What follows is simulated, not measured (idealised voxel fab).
The process module that follows is named voxel transistor to metal.
The figure presents cross-section cut, which has a width of 215 nm and is divided into square cells with an edge length of 5 nm.
Heads up, the way a cross-section reads in here is a grid of square cells, handed over as bands from the top down, with every band being one or more rows of cells. Heights first: top, then bottom, in nm. Then materials, left to right, each with a width in nm. "throughout" on a single material: fills the band edge to edge. "blank": empty space. All heights in this document are referenced to 0, defined as the level beneath which the wafer, as received, consists entirely of one material. The lowest band is not bounded below; it extends indefinitely downward and is written in the form "top 0, no bottom". A two-number width, for instance "30 to 40", indicates that the width is equal to the first number in the top row of the band and to the second number in the bottom row, and that it changes by a constant amount per row of cells. "nothing changed" -> step changed no cross-section cell. "Enclosed voids": empty spaces of 8 cells or more with no open way to the top, each given as width x height at distance, distance from the left edge, all in nm. Formally, on a step line, whatever follows the settings is a remark that the simulator itself makes on the step. The setting "overlay nm" may be written on the line of a step. When the step uses a mask, the value reports how far to the right of the planned place the mask lay, and a negative value reports that it lay to the left.

These are the steps we planned for the process:
- 1: RECEIVE [material Si]
- 2: OXIDIZE [depth nm 5]
- 3: CONFORMAL_DEP [material SiN] [thk nm 15]
- 4: MASKED_ETCH [tone cover] [mask id ACTIVE] [width nm 105] [etch materials SiN] [depth nm 15] [overlay nm 0]
- 5: MASKED_ETCH [tone cover] [mask id ACTIVE] [width nm 105] [etch materials SiO2] [depth nm 5] [overlay nm 0]
- 6: MASKED_ETCH [tone cover] [mask id ACTIVE] [width nm 105] [etch materials Si] [depth nm 25] [overlay nm 0]
- 7: OXIDIZE [depth nm 5]
- 8: FILL_DEP [material SiO2] [thk nm 15]
- 9: CMP [height nm 15]
- 10: SELECTIVE_ETCH [etch materials SiO2] [depth nm 10]
- 11: STRIP [etch materials SiN]
- 12: SELECTIVE_ETCH [etch materials SiO2] [depth nm 5]
- 13: OXIDIZE [depth nm 5]
- 14: DIRECTIONAL_DEP [material polySi] [thk nm 25]
- 15: DIRECTIONAL_DEP [material SiCN] [thk nm 10]
- 16: PATTERN [tone cover] [mask id GATE] [material resist] [width nm 15] [thk nm 15] [overlay nm 0]
- 17: DIRECTIONAL_ETCH [etch materials SiCN] [depth nm 20]
- 18: DIRECTIONAL_ETCH [etch materials polySi] [depth nm 35]
- 19: STRIP [etch materials resist]
- 20: CONFORMAL_DEP [material SiO2] [thk nm 5]
- 21: DIRECTIONAL_ETCH [etch materials SiO2] [depth nm 5]
- 22: CONFORMAL_DEP [material SiN] [thk nm 10]
- 23: DIRECTIONAL_ETCH [etch materials SiN] [depth nm 10]
- 24: DIRECTIONAL_ETCH [etch materials SiO2] [depth nm 5]
- 25: DIRECTIONAL_ETCH [etch materials Si] [depth nm 5]
- 26: EPI [material nSi] [thk nm 10]
- 27: FILL_DEP [material SiO2] [thk nm 10]
- 28: CMP [height nm 30]
- 29: DIRECTIONAL_DEP [material SiO2] [thk nm 10]
- 30: MASKED_ETCH [tone open] [mask id CONTACT] [width nm 20] [pitch nm 75] [etch materials SiO2] [depth nm 40] [overlay nm 0]
- 31: CONFORMAL_DEP [material TiN] [thk nm 5]
- 32: FILL_DEP [material W] [thk nm 10]
- 33: CMP [height nm 40]
- 34: DIRECTIONAL_DEP [material TiN] [thk nm 5]
- 35: DIRECTIONAL_DEP [material W] [thk nm 15]
- 36: MASKED_ETCH [tone cover] [mask id METAL_1] [width nm 20] [pitch nm 75] [etch materials W] [depth nm 15] [overlay nm 0]
- 37: MASKED_ETCH [tone cover] [mask id METAL_1] [width nm 20] [pitch nm 75] [etch materials TiN] [depth nm 5] [overlay nm 0]
- 38: CONFORMAL_DEP [material SiN] [thk nm 5]
- 39: FILL_DEP [material lowk] [thk nm 10]
- 40: CMP [height nm 60]
- 41: CONFORMAL_DEP [material SiCN] [thk nm 5]
- 42: DIRECTIONAL_DEP [material SiO2] [thk nm 35]
- 43: PATTERN [tone open] [mask id METAL_2_HOLES] [material resist] [width nm 15] [pitch nm 75] [thk nm 20] [overlay nm 0]
- 44: DIRECTIONAL_ETCH [etch materials SiO2] [depth nm 35]
- 45: STRIP [etch materials resist]
- 46: DIRECTIONAL_DEP [material aC] [thk nm 15]
- 47: PATTERN [tone open] [mask id METAL_2] [material resist] [width nm 20] [pitch nm 75] [thk nm 30] [overlay nm 0]
- 48: DIRECTIONAL_ETCH [etch materials aC] [depth nm 15]
- 49: STRIP [etch materials resist]
- 50: DIRECTIONAL_ETCH [etch materials SiO2] [depth nm 20]
- 51: DIRECTIONAL_ETCH [etch materials SiCN] [depth nm 5]
- 52: STRIP [etch materials aC]
- 53: CONFORMAL_DEP [material TiN] [thk nm 5]
- 54: FILL_DEP [material Ru] [thk nm 10]
- 55: CMP [height nm 100]
- 56: CONFORMAL_DEP [material SiN] [thk nm 5]

Run as planned: first of two wafers:

As-received state of the wafer in cross-section, equivalent to post-step 1:
* top 0, no bottom  Si throughout
* Enclosed voids: none

Cross-sectional representation of the wafer at the conclusion of step 2:
* top 0, bottom -5  SiO2 throughout
* At heights below -5, the structure remains unaltered.

Cross-sectional representation of the wafer at the conclusion of step 3:
* top 15, bottom 0  SiN throughout
* At heights below 0, the structure remains unaltered.

Cross-sectional representation of the wafer at the conclusion of step 4:
* top 15, bottom 0  55 blank; 105 SiN; 55 blank
* At heights below 0, the structure remains unaltered.

Cross-sectional representation of the wafer at the conclusion of step 5:
* top 15, bottom 0  55 blank; 105 SiN; 55 blank
* top 0, bottom -5  55 blank; 105 SiO2; 55 blank
* At heights below -5, the structure remains unaltered.

Cross-sectional representation of the wafer at the conclusion of step 6:
* top 15, bottom 0  55 blank; 105 SiN; 55 blank
* top 0, bottom -5  55 blank; 105 SiO2; 55 blank
* top -5, bottom -30  55 blank; 105 Si; 55 blank
* At heights below -30, the structure remains unaltered.

Cross-sectional representation of the wafer at the conclusion of step 7:
* top 15, bottom 0  55 blank; 105 SiN; 55 blank
* top 0, bottom -5  55 blank; 105 SiO2; 55 blank
* top -5, bottom -30  55 blank; 5 SiO2; 95 Si; 5 SiO2; 55 blank
* top -30, bottom -35  60 SiO2; 95 Si; 60 SiO2
* At heights below -35, the structure remains unaltered.

Cross-sectional representation of the wafer at the conclusion of step 8:
* top 30, bottom 15  SiO2 throughout
* top 15, bottom 0  55 SiO2; 105 SiN; 55 SiO2
* top 0, bottom -5  SiO2 throughout
* top -5, bottom -35  60 SiO2; 95 Si; 60 SiO2
* At heights below -35, the structure remains unaltered.

Cross-sectional representation of the wafer at the conclusion of step 9:
* top 15, bottom 0  55 SiO2; 105 SiN; 55 SiO2
* At heights below 0, the structure remains unaltered.

Cross-sectional representation of the wafer at the conclusion of step 10:
* top 15, bottom 5  55 blank; 105 SiN; 55 blank
* At heights below 5, the structure remains unaltered.

Cross-sectional representation of the wafer at the conclusion of step 11:
* top 5, bottom 0  55 SiO2; 105 blank; 55 SiO2
* At heights below 0, the structure remains unaltered.

Cross-sectional representation of the wafer at the conclusion of step 12:
* top 0, bottom -5  50 SiO2; 115 blank; 50 SiO2
* At heights below -5, the structure remains unaltered.

Cross-sectional representation of the wafer at the conclusion of step 13:
* top 0, bottom -5  50 SiO2; 115 blank; 50 SiO2
* top -5, bottom -10  SiO2 throughout
* At heights below -10, the structure remains unaltered.

Cross-sectional representation of the wafer at the conclusion of step 14:
* top 25, bottom 20  50 polySi; 115 blank; 50 polySi
* top 20, bottom 0  polySi throughout
* top 0, bottom -5  50 SiO2; 115 polySi; 50 SiO2
* At heights below -5, the structure remains unaltered.

Cross-sectional representation of the wafer at the conclusion of step 15:
* top 35, bottom 30  50 SiCN; 115 blank; 50 SiCN
* top 30, bottom 25  SiCN throughout
* top 25, bottom 20  50 polySi; 115 SiCN; 50 polySi
* At heights below 20, the structure remains unaltered.

Cross-sectional representation of the wafer at the conclusion of step 16:
* top 50, bottom 35  100 blank; 15 resist; 100 blank
* top 35, bottom 30  50 SiCN; 50 blank; 15 resist; 50 blank; 50 SiCN
* At heights below 30, the structure remains unaltered.

Cross-sectional representation of the wafer at the conclusion of step 17:
* top 50, bottom 30  100 blank; 15 resist; 100 blank
* top 30, bottom 25  100 blank; 15 SiCN; 100 blank
* top 25, bottom 20  50 polySi; 50 blank; 15 SiCN; 50 blank; 50 polySi
* At heights below 20, the structure remains unaltered.

Cross-sectional representation of the wafer at the conclusion of step 18:
* top 50, bottom 30  100 blank; 15 resist; 100 blank
* top 30, bottom 20  100 blank; 15 SiCN; 100 blank
* top 20, bottom 0  100 blank; 15 polySi; 100 blank
* top 0, bottom -5  50 SiO2; 50 blank; 15 polySi; 50 blank; 50 SiO2
* At heights below -5, the structure remains unaltered.

Cross-sectional representation of the wafer at the conclusion of step 19:
* top 30, bottom 20  100 blank; 15 SiCN; 100 blank
* At heights below 20, the structure remains unaltered.

Cross-sectional representation of the wafer at the conclusion of step 20:
* top 35, bottom 30  95 blank; 25 SiO2; 95 blank
* top 30, bottom 20  95 blank; 5 SiO2; 15 SiCN; 5 SiO2; 95 blank
* top 20, bottom 5  95 blank; 5 SiO2; 15 polySi; 5 SiO2; 95 blank
* top 5, bottom 0  55 SiO2; 40 blank; 5 SiO2; 15 polySi; 5 SiO2; 40 blank; 55 SiO2
* top 0, bottom -5  100 SiO2; 15 polySi; 100 SiO2
* At heights below -5, the structure remains unaltered.

Cross-sectional representation of the wafer at the conclusion of step 21:
* top 30, bottom 20  95 blank; 5 SiO2; 15 SiCN; 5 SiO2; 95 blank
* top 20, bottom 0  95 blank; 5 SiO2; 15 polySi; 5 SiO2; 95 blank
* top 0, bottom -5  55 SiO2; 40 blank; 5 SiO2; 15 polySi; 5 SiO2; 40 blank; 55 SiO2
* At heights below -5, the structure remains unaltered.

Cross-sectional representation of the wafer at the conclusion of step 22:
* top 40, bottom 30  85 blank; 45 SiN; 85 blank
* top 30, bottom 20  85 blank; 10 SiN; 5 SiO2; 15 SiCN; 5 SiO2; 10 SiN; 85 blank
* top 20, bottom 10  85 blank; 10 SiN; 5 SiO2; 15 polySi; 5 SiO2; 10 SiN; 85 blank
* top 10, bottom 5  65 SiN; 20 blank; 10 SiN; 5 SiO2; 15 polySi; 5 SiO2; 10 SiN; 20 blank; 65 SiN
* top 5, bottom 0  95 SiN; 5 SiO2; 15 polySi; 5 SiO2; 95 SiN
* top 0, bottom -5  55 SiO2; 40 SiN; 5 SiO2; 15 polySi; 5 SiO2; 40 SiN; 55 SiO2
* At heights below -5, the structure remains unaltered.

Cross-sectional representation of the wafer at the conclusion of step 23:
* top 30, bottom 20  85 blank; 10 SiN; 5 SiO2; 15 SiCN; 5 SiO2; 10 SiN; 85 blank
* top 20, bottom 0  85 blank; 10 SiN; 5 SiO2; 15 polySi; 5 SiO2; 10 SiN; 85 blank
* top 0, bottom -5  55 SiO2; 10 SiN; 20 blank; 10 SiN; 5 SiO2; 15 polySi; 5 SiO2; 10 SiN; 20 blank; 10 SiN; 55 SiO2
* At heights below -5, the structure remains unaltered.

Cross-sectional representation of the wafer at the conclusion of step 24:
* top 30, bottom 25  85 blank; 10 SiN; 5 blank; 15 SiCN; 5 blank; 10 SiN; 85 blank
* top 25, bottom 20  85 blank; 10 SiN; 5 SiO2; 15 SiCN; 5 SiO2; 10 SiN; 85 blank
* top 20, bottom 0  85 blank; 10 SiN; 5 SiO2; 15 polySi; 5 SiO2; 10 SiN; 85 blank
* top 0, bottom -5  55 blank; 10 SiN; 20 blank; 10 SiN; 5 SiO2; 15 polySi; 5 SiO2; 10 SiN; 20 blank; 10 SiN; 55 blank
* top -5, bottom -10  65 SiO2; 20 blank; 45 SiO2; 20 blank; 65 SiO2
* At heights below -10, the structure remains unaltered.

Cross-sectional representation of the wafer at the conclusion of step 25:
* top 30, bottom 25  85 blank; 10 SiN; 5 blank; 15 SiCN; 5 blank; 10 SiN; 85 blank
* top 25, bottom 20  85 blank; 10 SiN; 5 SiO2; 15 SiCN; 5 SiO2; 10 SiN; 85 blank
* top 20, bottom 0  85 blank; 10 SiN; 5 SiO2; 15 polySi; 5 SiO2; 10 SiN; 85 blank
* top 0, bottom -5  55 blank; 10 SiN; 20 blank; 10 SiN; 5 SiO2; 15 polySi; 5 SiO2; 10 SiN; 20 blank; 10 SiN; 55 blank
* top -5, bottom -10  65 SiO2; 20 blank; 45 SiO2; 20 blank; 65 SiO2
* top -10, bottom -15  60 SiO2; 5 Si; 20 blank; 45 Si; 20 blank; 5 Si; 60 SiO2
* At heights below -15, the structure remains unaltered.

Cross-sectional representation of the wafer at the conclusion of step 26:
* top 30, bottom 25  85 blank; 10 SiN; 5 blank; 15 SiCN; 5 blank; 10 SiN; 85 blank
* top 25, bottom 20  85 blank; 10 SiN; 5 SiO2; 15 SiCN; 5 SiO2; 10 SiN; 85 blank
* top 20, bottom 0  85 blank; 10 SiN; 5 SiO2; 15 polySi; 5 SiO2; 10 SiN; 85 blank
* top 0, bottom -5  55 blank; 10 SiN; 20 nSi; 10 SiN; 5 SiO2; 15 polySi; 5 SiO2; 10 SiN; 20 nSi; 10 SiN; 55 blank
* top -5, bottom -10  65 SiO2; 20 nSi; 45 SiO2; 20 nSi; 65 SiO2
* top -10, bottom -15  60 SiO2; 5 Si; 20 nSi; 45 Si; 20 nSi; 5 Si; 60 SiO2
* At heights below -15, the structure remains unaltered.

Cross-sectional representation of the wafer at the conclusion of step 27:
* top 40, bottom 30  SiO2 throughout
* top 30, bottom 20  85 SiO2; 10 SiN; 5 SiO2; 15 SiCN; 5 SiO2; 10 SiN; 85 SiO2
* top 20, bottom 0  85 SiO2; 10 SiN; 5 SiO2; 15 polySi; 5 SiO2; 10 SiN; 85 SiO2
* top 0, bottom -5  55 SiO2; 10 SiN; 20 nSi; 10 SiN; 5 SiO2; 15 polySi; 5 SiO2; 10 SiN; 20 nSi; 10 SiN; 55 SiO2
* At heights below -5, the structure remains unaltered.

Cross-sectional representation of the wafer at the conclusion of step 28:
* top 30, bottom 20  85 SiO2; 10 SiN; 5 SiO2; 15 SiCN; 5 SiO2; 10 SiN; 85 SiO2
* At heights below 20, the structure remains unaltered.

Cross-sectional representation of the wafer at the conclusion of step 29:
* top 40, bottom 30  SiO2 throughout
* At heights below 30, the structure remains unaltered.

Cross-sectional representation of the wafer at the conclusion of step 30:
* top 40, bottom 30  60 SiO2; 20 blank; 55 SiO2; 20 blank; 60 SiO2
* top 30, bottom 20  60 SiO2; 20 blank; 5 SiO2; 10 SiN; 5 SiO2; 15 SiCN; 5 SiO2; 10 SiN; 5 SiO2; 20 blank; 60 SiO2
* top 20, bottom 0  60 SiO2; 20 blank; 5 SiO2; 10 SiN; 5 SiO2; 15 polySi; 5 SiO2; 10 SiN; 5 SiO2; 20 blank; 60 SiO2
* At heights below 0, the structure remains unaltered.

Cross-sectional representation of the wafer at the conclusion of step 31:
* top 45, bottom 40  65 TiN; 10 blank; 65 TiN; 10 blank; 65 TiN
* top 40, bottom 30  60 SiO2; 5 TiN; 10 blank; 5 TiN; 55 SiO2; 5 TiN; 10 blank; 5 TiN; 60 SiO2
* top 30, bottom 20  60 SiO2; 5 TiN; 10 blank; 5 TiN; 5 SiO2; 10 SiN; 5 SiO2; 15 SiCN; 5 SiO2; 10 SiN; 5 SiO2; 5 TiN; 10 blank; 5 TiN; 60 SiO2
* top 20, bottom 5  60 SiO2; 5 TiN; 10 blank; 5 TiN; 5 SiO2; 10 SiN; 5 SiO2; 15 polySi; 5 SiO2; 10 SiN; 5 SiO2; 5 TiN; 10 blank; 5 TiN; 60 SiO2
* top 5, bottom 0  60 SiO2; 20 TiN; 5 SiO2; 10 SiN; 5 SiO2; 15 polySi; 5 SiO2; 10 SiN; 5 SiO2; 20 TiN; 60 SiO2
* At heights below 0, the structure remains unaltered.

Cross-sectional representation of the wafer at the conclusion of step 32:
* top 55, bottom 45  W throughout
* top 45, bottom 40  65 TiN; 10 W; 65 TiN; 10 W; 65 TiN
* top 40, bottom 30  60 SiO2; 5 TiN; 10 W; 5 TiN; 55 SiO2; 5 TiN; 10 W; 5 TiN; 60 SiO2
* top 30, bottom 20  60 SiO2; 5 TiN; 10 W; 5 TiN; 5 SiO2; 10 SiN; 5 SiO2; 15 SiCN; 5 SiO2; 10 SiN; 5 SiO2; 5 TiN; 10 W; 5 TiN; 60 SiO2
* top 20, bottom 5  60 SiO2; 5 TiN; 10 W; 5 TiN; 5 SiO2; 10 SiN; 5 SiO2; 15 polySi; 5 SiO2; 10 SiN; 5 SiO2; 5 TiN; 10 W; 5 TiN; 60 SiO2
* At heights below 5, the structure remains unaltered.

Cross-sectional representation of the wafer at the conclusion of step 33:
* top 40, bottom 30  60 SiO2; 5 TiN; 10 W; 5 TiN; 55 SiO2; 5 TiN; 10 W; 5 TiN; 60 SiO2
* At heights below 30, the structure remains unaltered.

Cross-sectional representation of the wafer at the conclusion of step 34:
* top 45, bottom 40  TiN throughout
* At heights below 40, the structure remains unaltered.

Cross-sectional representation of the wafer at the conclusion of step 35:
* top 60, bottom 45  W throughout
* At heights below 45, the structure remains unaltered.

Cross-sectional representation of the wafer at the conclusion of step 36:
* top 60, bottom 45  60 blank; 20 W; 55 blank; 20 W; 60 blank
* At heights below 45, the structure remains unaltered.

Cross-sectional representation of the wafer at the conclusion of step 37:
* top 60, bottom 45  60 blank; 20 W; 55 blank; 20 W; 60 blank
* top 45, bottom 40  60 blank; 20 TiN; 55 blank; 20 TiN; 60 blank
* At heights below 40, the structure remains unaltered.

Cross-sectional representation of the wafer at the conclusion of step 38:
* top 65, bottom 60  55 blank; 30 SiN; 45 blank; 30 SiN; 55 blank
* top 60, bottom 45  55 blank; 5 SiN; 20 W; 5 SiN; 45 blank; 5 SiN; 20 W; 5 SiN; 55 blank
* top 45, bottom 40  60 SiN; 20 TiN; 55 SiN; 20 TiN; 60 SiN
* At heights below 40, the structure remains unaltered.

Cross-sectional representation of the wafer at the conclusion of step 39:
* top 75, bottom 65  lowk throughout
* top 65, bottom 60  55 lowk; 30 SiN; 45 lowk; 30 SiN; 55 lowk
* top 60, bottom 45  55 lowk; 5 SiN; 20 W; 5 SiN; 45 lowk; 5 SiN; 20 W; 5 SiN; 55 lowk
* At heights below 45, the structure remains unaltered.

Cross-sectional representation of the wafer at the conclusion of step 40:
* top 60, bottom 45  55 lowk; 5 SiN; 20 W; 5 SiN; 45 lowk; 5 SiN; 20 W; 5 SiN; 55 lowk
* At heights below 45, the structure remains unaltered.

Cross-sectional representation of the wafer at the conclusion of step 41:
* top 65, bottom 60  SiCN throughout
* At heights below 60, the structure remains unaltered.

Cross-sectional representation of the wafer at the conclusion of step 42:
* top 100, bottom 65  SiO2 throughout
* At heights below 65, the structure remains unaltered.

Cross-sectional representation of the wafer at the conclusion of step 43:
* top 120, bottom 100  60 resist; 15 blank; 60 resist; 15 blank; 65 resist
* At heights below 100, the structure remains unaltered.

Cross-sectional representation of the wafer at the conclusion of step 44:
* top 120, bottom 100  60 resist; 15 blank; 60 resist; 15 blank; 65 resist
* top 100, bottom 65  60 SiO2; 15 blank; 60 SiO2; 15 blank; 65 SiO2
* At heights below 65, the structure remains unaltered.

Cross-sectional representation of the wafer at the conclusion of step 45:
* top 100, bottom 65  60 SiO2; 15 blank; 60 SiO2; 15 blank; 65 SiO2
* At heights below 65, the structure remains unaltered.

Cross-sectional representation of the wafer at the conclusion of step 46:
* top 115, bottom 100  60 aC; 15 blank; 60 aC; 15 blank; 65 aC
* top 100, bottom 80  60 SiO2; 15 blank; 60 SiO2; 15 blank; 65 SiO2
* top 80, bottom 65  60 SiO2; 15 aC; 60 SiO2; 15 aC; 65 SiO2
* At heights below 65, the structure remains unaltered.

Cross-sectional representation of the wafer at the conclusion of step 47:
* top 145, bottom 115  60 resist; 20 blank; 55 resist; 20 blank; 60 resist
* At heights below 115, the structure remains unaltered.

Cross-sectional representation of the wafer at the conclusion of step 48:
* top 130, bottom 115  60 resist; 20 blank; 55 resist; 20 blank; 60 resist
* top 115, bottom 100  60 aC; 20 blank; 55 aC; 20 blank; 60 aC
* top 100, bottom 65  60 SiO2; 15 blank; 60 SiO2; 15 blank; 65 SiO2
* At heights below 65, the structure remains unaltered.

Cross-sectional representation of the wafer at the conclusion of step 49:
* top 115, bottom 100  60 aC; 20 blank; 55 aC; 20 blank; 60 aC
* At heights below 100, the structure remains unaltered.

Cross-sectional representation of the wafer at the conclusion of step 50:
* top 115, bottom 100  60 aC; 20 blank; 55 aC; 20 blank; 60 aC
* top 100, bottom 80  60 SiO2; 20 blank; 55 SiO2; 20 blank; 60 SiO2
* At heights below 80, the structure remains unaltered.

Cross-sectional representation of the wafer at the conclusion of step 51:
* top 115, bottom 100  60 aC; 20 blank; 55 aC; 20 blank; 60 aC
* top 100, bottom 80  60 SiO2; 20 blank; 55 SiO2; 20 blank; 60 SiO2
* top 80, bottom 65  60 SiO2; 15 blank; 60 SiO2; 15 blank; 65 SiO2
* top 65, bottom 60  60 SiCN; 15 blank; 60 SiCN; 15 blank; 65 SiCN
* At heights below 60, the structure remains unaltered.

Cross-sectional representation of the wafer at the conclusion of step 52:
* top 100, bottom 80  60 SiO2; 20 blank; 55 SiO2; 20 blank; 60 SiO2
* At heights below 80, the structure remains unaltered.

Cross-sectional representation of the wafer at the conclusion of step 53:
* top 105, bottom 100  65 TiN; 10 blank; 65 TiN; 10 blank; 65 TiN
* top 100, bottom 85  60 SiO2; 5 TiN; 10 blank; 5 TiN; 55 SiO2; 5 TiN; 10 blank; 5 TiN; 60 SiO2
* top 85, bottom 80  60 SiO2; 5 TiN; 5 blank; 10 TiN; 55 SiO2; 5 TiN; 5 blank; 10 TiN; 60 SiO2
* top 80, bottom 65  60 SiO2; 5 TiN; 5 blank; 5 TiN; 60 SiO2; 5 TiN; 5 blank; 5 TiN; 65 SiO2
* top 65, bottom 60  60 SiCN; 15 TiN; 60 SiCN; 15 TiN; 65 SiCN
* At heights below 60, the structure remains unaltered.

Cross-sectional representation of the wafer at the conclusion of step 54:
* top 115, bottom 105  Ru throughout
* top 105, bottom 100  65 TiN; 10 Ru; 65 TiN; 10 Ru; 65 TiN
* top 100, bottom 85  60 SiO2; 5 TiN; 10 Ru; 5 TiN; 55 SiO2; 5 TiN; 10 Ru; 5 TiN; 60 SiO2
* top 85, bottom 80  60 SiO2; 5 TiN; 5 Ru; 10 TiN; 55 SiO2; 5 TiN; 5 Ru; 10 TiN; 60 SiO2
* top 80, bottom 65  60 SiO2; 5 TiN; 5 Ru; 5 TiN; 60 SiO2; 5 TiN; 5 Ru; 5 TiN; 65 SiO2
* At heights below 65, the structure remains unaltered.

Cross-sectional representation of the wafer at the conclusion of step 55:
* top 100, bottom 85  60 SiO2; 5 TiN; 10 Ru; 5 TiN; 55 SiO2; 5 TiN; 10 Ru; 5 TiN; 60 SiO2
* At heights below 85, the structure remains unaltered.

Cross-sectional representation of the wafer at the conclusion of step 56:
* top 105, bottom 100  SiN throughout
* At heights below 100, the structure remains unaltered.

Wafer two of the pair: same origin, same plan, one error during the run; identical to wafer one up to and including step 55:

Second wafer, cut view, end of step 56 per plan:
* top 105, bottom 100  W throughout
* At heights below 100, the structure remains unaltered.
Short version of what went wrong: not per plan at step 56, really ran CONFORMAL_DEP [material W] [thk nm 5]
Upon completion, the second wafer contains, in terms of cells, a greater or smaller amount of certain materials than the first wafer: SiN -43; W +43
